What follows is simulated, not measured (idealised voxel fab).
Process module in this document: voxel ribs on slabs
The width of the displayed cross-section, cut, is 185 nm; its cells are square, with a size of 5 nm.
Each cross-section below is a grid of square cells, stated as bands in top-down order, with one or more rows of cells making up each band. Top height, bottom height, nm. Materials left to right, width each, nm. Single material + "full width" = fills band edge to edge. "air" = empty. Zero point of the height axis is 0; under it, received wafer = one material. Lowest band: continues down indefinitely, "0 down". Top row gets the first number, bottom row gets the second, and each row in between changes by the same step: that is how a band width like "30 to 40" works. What does "no change occurred" mean for a step? It means no cell of the cross-section changed in that step. "Enclosed void inventory": sealed empty spaces, 8 cells or more, no open way to top, listed width x height at distance, with distance from the left edge and width, height and distance in nm. It should be noted that, on the line of a given step, the content following the step's settings is a remark produced by the simulator itself with respect to that step. overlay nm: mask right of planned place by this much (step with mask). Neg. = left.

Steps planned for the process:
1) RECEIVE,material Si
2) DIRECTIONAL_DEP,material SiO2,thk nm 30
3) DIRECTIONAL_DEP,material SiN,thk nm 20
4) MASKED_ETCH,tone cover,mask id RIB,width nm 25,etch materials SiN,depth nm 15,overlay nm 0
5) MASKED_ETCH,tone cover,mask id SLAB,width nm 75,etch materials SiN,depth nm 5,overlay nm 0
6) FILL_DEP,material SiO2,thk nm 25
7) CMP,height nm 70
8) DIRECTIONAL_DEP,material TiN,thk nm 5
9) PATTERN,tone cover,mask id HEATER,material resist,width nm 35,thk nm 20,overlay nm 0
10) DIRECTIONAL_ETCH,etch materials TiN,depth nm 5
11) STRIP,etch materials resist
12) CONFORMAL_DEP,material SiN,thk nm 5

The first of the two wafers, which ran as planned:

The cross-section here shows the wafer as received, i.e. in its state after step 1:
> 0 down: Si full width
> Enclosed void inventory: none

Presented here is a cross-section of the wafer after step 2 has been performed:
> 30 to 0: SiO2 full width
> below 0: unchanged

Presented here is a cross-section of the wafer after step 3 has been performed:
> 50 to 30: SiN full width
> below 30: unchanged

Presented here is a cross-section of the wafer after step 4 has been performed:
> 50 to 35: air (80), SiN (25), air (80)
> below 35: unchanged

Presented here is a cross-section of the wafer after step 5 has been performed:
> 50 to 35: air (80), SiN (25), air (80)
> 35 to 30: air (55), SiN (75), air (55)
> below 30: unchanged

Presented here is a cross-section of the wafer after step 6 has been performed:
> 75 to 50: SiO2 full width
> 50 to 35: SiO2 (80), SiN (25), SiO2 (80)
> 35 to 30: SiO2 (55), SiN (75), SiO2 (55)
> below 30: unchanged

Presented here is a cross-section of the wafer after step 7 has been performed:
> 70 to 50: SiO2 full width
> below 50: unchanged

Presented here is a cross-section of the wafer after step 8 has been performed:
> 75 to 70: TiN full width
> below 70: unchanged

Presented here is a cross-section of the wafer after step 9 has been performed:
> 95 to 75: air (75), resist (35), air (75)
> below 75: unchanged

Presented here is a cross-section of the wafer after step 10 has been performed:
> 95 to 75: air (75), resist (35), air (75)
> 75 to 70: air (75), TiN (35), air (75)
> below 70: unchanged

Presented here is a cross-section of the wafer after step 11 has been performed:
> 75 to 70: air (75), TiN (35), air (75)
> below 70: unchanged

Presented here is a cross-section of the wafer after step 12 has been performed:
> 80 to 75: air (70), SiN (45), air (70)
> 75 to 70: SiN (75), TiN (35), SiN (75)
> below 70: unchanged

It is to be noted that the second wafer proceeded from the same initial state and according to the same plan as the first, although one mistake was committed in its execution; through step 11, inclusive, the two wafers share an identical history:

Look at the second wafer in cross-section at the time step 12 ought to have finished: no change occurred
Here's what went sideways: step 12 of the plan never got run, it was skipped over
The final cell counts differ between the wafers, with the second having more or fewer of some materials than the first: SiN: 39 fewer
